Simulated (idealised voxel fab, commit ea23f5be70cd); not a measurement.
process module | voxel self aligned contacts
cross-section cut | 210 nm wide | cells 5 nm
A cross-section is a grid of square cells, given in bands from the top down. A band is one or more rows of cells.
Each band's line starts with the height of the band's top and of its bottom, in nm. Then come its materials from left to right, each with its width in nm. One material with "throughout" fills the band from edge to edge. "air" is empty space.
Height 0 is the level under which the wafer as received is all one material. The lowest band goes on downwards, as in "0 down".
A width such as "30 to 40" changes by the same amount from each row of cells to the next, from the band's top row to its bottom row.
"no change" after a step means that no cell of the cross-section changed.
closed voids: empty space of 8 cells or more with no open way to the top, each as width x height at its distance from the left edge, in nm
after a step's settings: what the simulator itself notes on the step
overlay nm, on a step with a mask: how far to the right of its planned place the mask lay; to the left if negative
plan
1 op RECEIVE | material Si
2 op CONFORMAL_DEP | material SiO2 | thk nm 5
3 op DIRECTIONAL_DEP | material polySi | thk nm 20
4 op DIRECTIONAL_DEP | material SiN | thk nm 25
5 op PATTERN | tone cover | mask id GATE | material resist | width nm 25 | pitch nm 65 | thk nm 20 | overlay nm 0
6 op DIRECTIONAL_ETCH | etch materials SiN | depth nm 25
7 op DIRECTIONAL_ETCH | etch materials polySi | depth nm 20
8 op STRIP | etch materials resist
9 op CONFORMAL_DEP | material SiN | thk nm 10
10 op DIRECTIONAL_ETCH | etch materials SiN | depth nm 10
11 op FILL_DEP | material SiO2 | thk nm 15
12 op CMP | height nm 60
13 op PATTERN | tone open | mask id CONTACT | material resist | width nm 50 | thk nm 20 | overlay nm 0
14 op DIRECTIONAL_ETCH | etch materials SiO2 | depth nm 60
15 op STRIP | etch materials resist
16 op CONFORMAL_DEP | material TiN | thk nm 5
17 op FILL_DEP | material W | thk nm 10
18 op CMP | height nm 60
19 op CONFORMAL_DEP | material SiCN | thk nm 5
first wafer, as planned
as received, after step 1
  0 down: Si throughout
  closed voids: none
after step 2
  5 to 0: SiO2 throughout
  below 0: unchanged
after step 3
  25 to 5: polySi throughout
  below 5: unchanged
after step 4
  50 to 25: SiN throughout
  below 25: unchanged
after step 5
  70 to 50: air 60 | resist 25 | air 40 | resist 25 | air 60
  below 50: unchanged
after step 6
  70 to 50: air 60 | resist 25 | air 40 | resist 25 | air 60
  50 to 25: air 60 | SiN 25 | air 40 | SiN 25 | air 60
  below 25: unchanged
after step 7
  70 to 50: air 60 | resist 25 | air 40 | resist 25 | air 60
  50 to 25: air 60 | SiN 25 | air 40 | SiN 25 | air 60
  25 to 5: air 60 | polySi 25 | air 40 | polySi 25 | air 60
  below 5: unchanged
after step 8
  50 to 25: air 60 | SiN 25 | air 40 | SiN 25 | air 60
  below 25: unchanged
after step 9
  60 to 25: air 50 | SiN 45 | air 20 | SiN 45 | air 50
  25 to 15: air 50 | SiN 10 | polySi 25 | SiN 10 | air 20 | SiN 10 | polySi 25 | SiN 10 | air 50
  15 to 5: SiN 60 | polySi 25 | SiN 40 | polySi 25 | SiN 60
  below 5: unchanged
after step 10
  50 to 25: air 50 | SiN 45 | air 20 | SiN 45 | air 50
  25 to 5: air 50 | SiN 10 | polySi 25 | SiN 10 | air 20 | SiN 10 | polySi 25 | SiN 10 | air 50
  below 5: unchanged
after step 11
  65 to 50: SiO2 throughout
  50 to 25: SiO2 50 | SiN 45 | SiO2 20 | SiN 45 | SiO2 50
  25 to 5: SiO2 50 | SiN 10 | polySi 25 | SiN 10 | SiO2 20 | SiN 10 | polySi 25 | SiN 10 | SiO2 50
  below 5: unchanged
after step 12
  60 to 50: SiO2 throughout
  below 50: unchanged
after step 13
  80 to 60: resist 80 | air 50 | resist 80
  below 60: unchanged
after step 14
  80 to 60: resist 80 | air 50 | resist 80
  60 to 50: SiO2 80 | air 50 | SiO2 80
  50 to 25: SiO2 50 | SiN 45 | air 20 | SiN 45 | SiO2 50
  25 to 5: SiO2 50 | SiN 10 | polySi 25 | SiN 10 | air 20 | SiN 10 | polySi 25 | SiN 10 | SiO2 50
  5 to 0: SiO2 95 | air 20 | SiO2 95
  below 0: unchanged
after step 15
  60 to 50: SiO2 80 | air 50 | SiO2 80
  below 50: unchanged
after step 16
  65 to 60: TiN 85 | air 40 | TiN 85
  60 to 50: SiO2 80 | TiN 5 to 20 | air 40 to 10 | TiN 5 to 20 | SiO2 80
  50 to 25: SiO2 50 | SiN 45 | TiN 5 | air 10 | TiN 5 | SiN 45 | SiO2 50
  25 to 5: SiO2 50 | SiN 10 | polySi 25 | SiN 10 | TiN 5 | air 10 | TiN 5 | SiN 10 | polySi 25 | SiN 10 | SiO2 50
  5 to 0: SiO2 95 | TiN 20 | SiO2 95
  below 0: unchanged
after step 17
  75 to 65: W throughout
  65 to 60: TiN 85 | W 40 | TiN 85
  60 to 50: SiO2 80 | TiN 5 to 20 | W 40 to 10 | TiN 5 to 20 | SiO2 80
  50 to 25: SiO2 50 | SiN 45 | TiN 5 | W 10 | TiN 5 | SiN 45 | SiO2 50
  25 to 5: SiO2 50 | SiN 10 | polySi 25 | SiN 10 | TiN 5 | W 10 | TiN 5 | SiN 10 | polySi 25 | SiN 10 | SiO2 50
  below 5: unchanged
after step 18
  60 to 50: SiO2 80 | TiN 5 to 20 | W 40 to 10 | TiN 5 to 20 | SiO2 80
  below 50: unchanged
after step 19
  65 to 60: SiCN throughout
  below 60: unchanged
second wafer: like start, like plan, one mistake. Through step 17 it matches the first wafer
when step 18 should have ended: no change
when step 19 should have ended
  80 to 75: SiCN throughout
  below 75: unchanged
what went wrong: step 18 was left out
at the end the second wafer has, in cells: 34 more of TiN | 92 more of W
